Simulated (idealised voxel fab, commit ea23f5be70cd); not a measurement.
process module | voxel gate over fins
cross-section cut | 245 nm wide | cells 5 nm
A cross-section is a grid of square cells, given in bands from the top down. A band is one or more rows of cells.
Each band's line starts with the height of the band's top and of its bottom, in nm. Then come its materials from left to right, each with its width in nm. One material with "throughout" fills the band from edge to edge. "air" is empty space.
Height 0 is the level under which the wafer as received is all one material. The lowest band goes on downwards, as in "0 down".
A width such as "30 to 40" changes by the same amount from each row of cells to the next, from the band's top row to its bottom row.
"no change" after a step means that no cell of the cross-section changed.
closed voids: empty space of 8 cells or more with no open way to the top, each as width x height at its distance from the left edge, in nm
after a step's settings: what the simulator itself notes on the step
overlay nm, on a step with a mask: how far to the right of its planned place the mask lay; to the left if negative
plan
1 op RECEIVE | material Si
2 op CONFORMAL_DEP | material SiN | thk nm 5
3 op MASKED_ETCH | tone cover | mask id FINS | width nm 15 | pitch nm 55 | etch materials SiN | depth nm 5 | overlay nm 0
4 op MASKED_ETCH | tone cover | mask id FINS | width nm 15 | pitch nm 55 | etch materials Si | depth nm 30 | overlay nm 0
5 op OXIDIZE | depth nm 5
6 op FILL_DEP | material SiO2 | thk nm 15
7 op CMP | height nm 5
8 op PATTERN | tone open | mask id RAIL | material resist | width nm 15 | thk nm 20 | overlay nm 0
9 op DIRECTIONAL_ETCH | etch materials SiO2 | depth nm 30
10 op STRIP | etch materials resist
11 op CONFORMAL_DEP | material TiN | thk nm 5
12 op FILL_DEP | material W | thk nm 5
13 op CMP | height nm 5
14 op SELECTIVE_ETCH | etch materials W Ru TiN | depth nm 25
15 op FILL_DEP | material SiO2 | thk nm 5
16 op CMP | height nm 5
17 op SELECTIVE_ETCH | etch materials SiO2 | depth nm 20
18 op STRIP | etch materials SiN
19 op CONFORMAL_DEP | material HfO2 | thk nm 5
20 op CONFORMAL_DEP | material TiN | thk nm 5
21 op FILL_DEP | material W | thk nm 10
22 op CMP | height nm 15
23 op CONFORMAL_DEP | material SiN | thk nm 5
first wafer, as planned
as received, after step 1
  0 down: Si throughout
  closed voids: none
after step 2
  5 to 0: SiN throughout
  below 0: unchanged
after step 3
  5 to 0: air 30 | SiN 15 | air 40 | SiN 15 | air 40 | SiN 15 | air 40 | SiN 15 | air 35
  below 0: unchanged
after step 4
  5 to 0: air 30 | SiN 15 | air 40 | SiN 15 | air 40 | SiN 15 | air 40 | SiN 15 | air 35
  0 to -30: air 30 | Si 15 | air 40 | Si 15 | air 40 | Si 15 | air 40 | Si 15 | air 35
  below -30: unchanged
after step 5
  5 to 0: air 30 | SiN 15 | air 40 | SiN 15 | air 40 | SiN 15 | air 40 | SiN 15 | air 35
  0 to -30: air 30 | SiO2 5 | Si 5 | SiO2 5 | air 40 | SiO2 5 | Si 5 | SiO2 5 | air 40 | SiO2 5 | Si 5 | SiO2 5 | air 40 | SiO2 5 | Si 5 | SiO2 5 | air 35
  -30 to -35: SiO2 35 | Si 5 | SiO2 50 | Si 5 | SiO2 50 | Si 5 | SiO2 50 | Si 5 | SiO2 40
  below -35: unchanged
after step 6
  20 to 5: SiO2 throughout
  5 to 0: SiO2 30 | SiN 15 | SiO2 40 | SiN 15 | SiO2 40 | SiN 15 | SiO2 40 | SiN 15 | SiO2 35
  0 to -35: SiO2 35 | Si 5 | SiO2 50 | Si 5 | SiO2 50 | Si 5 | SiO2 50 | Si 5 | SiO2 40
  below -35: unchanged
after step 7
  5 to 0: SiO2 30 | SiN 15 | SiO2 40 | SiN 15 | SiO2 40 | SiN 15 | SiO2 40 | SiN 15 | SiO2 35
  below 0: unchanged
after step 8
  25 to 5: resist 55 | air 15 | resist 175
  below 5: unchanged
after step 9
  25 to 5: resist 55 | air 15 | resist 175
  5 to 0: SiO2 30 | SiN 15 | SiO2 10 | air 15 | SiO2 15 | SiN 15 | SiO2 40 | SiN 15 | SiO2 40 | SiN 15 | SiO2 35
  0 to -25: SiO2 35 | Si 5 | SiO2 15 | air 15 | SiO2 20 | Si 5 | SiO2 50 | Si 5 | SiO2 50 | Si 5 | SiO2 40
  below -25: unchanged
after step 10
  5 to 0: SiO2 30 | SiN 15 | SiO2 10 | air 15 | SiO2 15 | SiN 15 | SiO2 40 | SiN 15 | SiO2 40 | SiN 15 | SiO2 35
  below 0: unchanged
after step 11
  10 to 5: TiN 60 | air 5 | TiN 180
  5 to 0: SiO2 30 | SiN 15 | SiO2 10 | TiN 5 | air 5 | TiN 5 | SiO2 15 | SiN 15 | SiO2 40 | SiN 15 | SiO2 40 | SiN 15 | SiO2 35
  0 to -20: SiO2 35 | Si 5 | SiO2 15 | TiN 5 | air 5 | TiN 5 | SiO2 20 | Si 5 | SiO2 50 | Si 5 | SiO2 50 | Si 5 | SiO2 40
  -20 to -25: SiO2 35 | Si 5 | SiO2 15 | TiN 15 | SiO2 20 | Si 5 | SiO2 50 | Si 5 | SiO2 50 | Si 5 | SiO2 40
  below -25: unchanged
after step 12
  15 to 10: W throughout
  10 to 5: TiN 60 | W 5 | TiN 180
  5 to 0: SiO2 30 | SiN 15 | SiO2 10 | TiN 5 | W 5 | TiN 5 | SiO2 15 | SiN 15 | SiO2 40 | SiN 15 | SiO2 40 | SiN 15 | SiO2 35
  0 to -20: SiO2 35 | Si 5 | SiO2 15 | TiN 5 | W 5 | TiN 5 | SiO2 20 | Si 5 | SiO2 50 | Si 5 | SiO2 50 | Si 5 | SiO2 40
  below -20: unchanged
after step 13
  5 to 0: SiO2 30 | SiN 15 | SiO2 10 | TiN 5 | W 5 | TiN 5 | SiO2 15 | SiN 15 | SiO2 40 | SiN 15 | SiO2 40 | SiN 15 | SiO2 35
  below 0: unchanged
after step 14
  5 to 0: SiO2 30 | SiN 15 | SiO2 10 | air 15 | SiO2 15 | SiN 15 | SiO2 40 | SiN 15 | SiO2 40 | SiN 15 | SiO2 35
  0 to -20: SiO2 35 | Si 5 | SiO2 15 | air 15 | SiO2 20 | Si 5 | SiO2 50 | Si 5 | SiO2 50 | Si 5 | SiO2 40
  below -20: unchanged
after step 15
  10 to 5: SiO2 throughout
  5 to 0: SiO2 30 | SiN 15 | SiO2 40 | SiN 15 | SiO2 40 | SiN 15 | SiO2 40 | SiN 15 | SiO2 35
  0 to -20: SiO2 35 | Si 5 | SiO2 50 | Si 5 | SiO2 50 | Si 5 | SiO2 50 | Si 5 | SiO2 40
  below -20: unchanged
after step 16
  5 to 0: SiO2 30 | SiN 15 | SiO2 40 | SiN 15 | SiO2 40 | SiN 15 | SiO2 40 | SiN 15 | SiO2 35
  below 0: unchanged
after step 17
  5 to 0: air 30 | SiN 15 | air 40 | SiN 15 | air 40 | SiN 15 | air 40 | SiN 15 | air 35
  0 to -15: air 35 | Si 5 | air 50 | Si 5 | air 50 | Si 5 | air 50 | Si 5 | air 40
  below -15: unchanged
after step 18
  0 to -15: air 35 | Si 5 | air 50 | Si 5 | air 50 | Si 5 | air 50 | Si 5 | air 40
  below -15: unchanged
after step 19
  5 to 0: air 30 | HfO2 15 | air 40 | HfO2 15 | air 40 | HfO2 15 | air 40 | HfO2 15 | air 35
  0 to -10: air 30 | HfO2 5 | Si 5 | HfO2 5 | air 40 | HfO2 5 | Si 5 | HfO2 5 | air 40 | HfO2 5 | Si 5 | HfO2 5 | air 40 | HfO2 5 | Si 5 | HfO2 5 | air 35
  -10 to -15: HfO2 35 | Si 5 | HfO2 50 | Si 5 | HfO2 50 | Si 5 | HfO2 50 | Si 5 | HfO2 40
  below -15: unchanged
after step 20
  10 to 5: air 25 | TiN 25 | air 30 | TiN 25 | air 30 | TiN 25 | air 30 | TiN 25 | air 30
  5 to 0: air 25 | TiN 5 | HfO2 15 | TiN 5 | air 30 | TiN 5 | HfO2 15 | TiN 5 | air 30 | TiN 5 | HfO2 15 | TiN 5 | air 30 | TiN 5 | HfO2 15 | TiN 5 | air 30
  0 to -5: air 25 | TiN 5 | HfO2 5 | Si 5 | HfO2 5 | TiN 5 | air 30 | TiN 5 | HfO2 5 | Si 5 | HfO2 5 | TiN 5 | air 30 | TiN 5 | HfO2 5 | Si 5 | HfO2 5 | TiN 5 | air 30 | TiN 5 | HfO2 5 | Si 5 | HfO2 5 | TiN 5 | air 30
  -5 to -10: TiN 30 | HfO2 5 | Si 5 | HfO2 5 | TiN 40 | HfO2 5 | Si 5 | HfO2 5 | TiN 40 | HfO2 5 | Si 5 | HfO2 5 | TiN 40 | HfO2 5 | Si 5 | HfO2 5 | TiN 35
  below -10: unchanged
after step 21
  20 to 10: W throughout
  10 to 5: W 25 | TiN 25 | W 30 | TiN 25 | W 30 | TiN 25 | W 30 | TiN 25 | W 30
  5 to 0: W 25 | TiN 5 | HfO2 15 | TiN 5 | W 30 | TiN 5 | HfO2 15 | TiN 5 | W 30 | TiN 5 | HfO2 15 | TiN 5 | W 30 | TiN 5 | HfO2 15 | TiN 5 | W 30
  0 to -5: W 25 | TiN 5 | HfO2 5 | Si 5 | HfO2 5 | TiN 5 | W 30 | TiN 5 | HfO2 5 | Si 5 | HfO2 5 | TiN 5 | W 30 | TiN 5 | HfO2 5 | Si 5 | HfO2 5 | TiN 5 | W 30 | TiN 5 | HfO2 5 | Si 5 | HfO2 5 | TiN 5 | W 30
  below -5: unchanged
after step 22
  15 to 10: W throughout
  below 10: unchanged
after step 23
  20 to 15: SiN throughout
  below 15: unchanged
second wafer: like start, like plan, one mistake. Through step 18 it matches the first wafer
when step 19 should have ended: no change
when step 20 should have ended
  5 to 0: air 30 | TiN 15 | air 40 | TiN 15 | air 40 | TiN 15 | air 40 | TiN 15 | air 35
  0 to -10: air 30 | TiN 5 | Si 5 | TiN 5 | air 40 | TiN 5 | Si 5 | TiN 5 | air 40 | TiN 5 | Si 5 | TiN 5 | air 40 | TiN 5 | Si 5 | TiN 5 | air 35
  -10 to -15: TiN 35 | Si 5 | TiN 50 | Si 5 | TiN 50 | Si 5 | TiN 50 | Si 5 | TiN 40
  below -15: unchanged
when step 21 should have ended
  15 to 5: W throughout
  5 to 0: W 30 | TiN 15 | W 40 | TiN 15 | W 40 | TiN 15 | W 40 | TiN 15 | W 35
  0 to -10: W 30 | TiN 5 | Si 5 | TiN 5 | W 40 | TiN 5 | Si 5 | TiN 5 | W 40 | TiN 5 | Si 5 | TiN 5 | W 40 | TiN 5 | Si 5 | TiN 5 | W 35
  below -10: unchanged
when step 22 should have ended: no change
when step 23 should have ended
  20 to 15: SiN throughout
  below 15: unchanged
what went wrong: step 19 was left out
at the end the second wafer has, in cells: 73 fewer of HfO2 | 73 more of W
